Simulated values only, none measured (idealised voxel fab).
Process module heading - voxel released beams
Square cells of 5 nm make up the cross-section cut, whose width is 220 nm.
In what follows, cross-sections appear as grids of square cells, described through bands that run from the top down, where every band is one or more rows of cells.
Quick guide to a band line: top height, bottom height (nm) up front; then every material left to right with its width in nm. Only one material and it's marked "edge to edge"? Then it fills the band edge to edge. And "blank" just means empty space.
We count height from 0. Below that, the starting wafer is all one material. The lowest band never ends at the bottom but goes on down; see "top 0, no bottom" for how that is written.
When a width is written as two numbers, as in "30 to 40", the first number is the width in the top row of cells of the band and the second is the width in its bottom row, and the width changes by the same amount from each row to the next.
No cell of the cross-section changed in a step that is given as "remains unaltered".
You'll see "Sealed void listing" listing empty spaces that have no way open to the top, as long as they're 8 cells or more; the notation is width x height at distance, where the distance is from the left edge, and all of it is in nm.
The remark found on a step's line after its settings is issued by the simulator itself and pertains to that step.
If you see "overlay nm" on a step's line and that step has a mask, it's telling you how far right of where it was planned the mask ended up; a negative number means it went left instead.
The steps planned for the process are as follows:
| 1 | RECEIVE: material Si |
| 2 | CONFORMAL_DEP: material SiN, thk nm 5 |
| 3 | DIRECTIONAL_DEP: material SiO2, thk nm 15 |
| 4 | PATTERN: tone open, mask id ANCHOR, material resist, width nm 35, thk nm 20, overlay nm 0 |
| 5 | DIRECTIONAL_ETCH: etch materials SiO2, depth nm 15 |
| 6 | STRIP: etch materials resist |
| 7 | CONFORMAL_DEP: material TiN, thk nm 10 |
| 8 | MASKED_ETCH: tone cover, mask id BEAM, width nm 105, etch materials TiN, depth nm 10, overlay nm 0 |
| 9 | STRIP: etch materials SiO2 |
Cross-section of the wafer as it came to us, i.e., already through step 1:
top 0, no bottom | Si edge to edge
Sealed void listing: none
Module complete - cross-section of the first of two wafers, run according to plan:
top 30, bottom 20 | 55 nm blank; 15 nm TiN; 15 nm blank; 75 nm TiN; 60 nm blank
top 20, bottom 15 | 60 nm blank; 10 nm TiN; 15 nm blank; 10 nm TiN; 125 nm blank
top 15, bottom 5 | 60 nm blank; 35 nm TiN; 125 nm blank
top 5, bottom 0 | SiN edge to edge
top 0, no bottom | Si edge to edge
Sealed void listing: none
The second wafer, shown in cross-section after the module: started the same way as the first and given the same plan, yet one mistake crept into how it was run:
top 30, bottom 20 | 60 nm blank; 10 nm TiN; 15 nm blank; 80 nm TiN; 55 nm blank
top 20, bottom 15 | 60 nm blank; 10 nm TiN; 15 nm blank; 10 nm TiN; 125 nm blank
top 15, bottom 5 | 60 nm blank; 35 nm TiN; 125 nm blank
top 5, bottom 0 | SiN edge to edge
top 0, no bottom | Si edge to edge
Sealed void listing: none
What was the processing mistake? contrary to plan, step 8 was performed as MASKED_ETCH: tone cover, mask id BEAM, width nm 105, etch materials TiN, depth nm 10, overlay nm 5
When the process is done, the second wafer contains the same cell count of every material as the first wafer, but distributed over other locations.
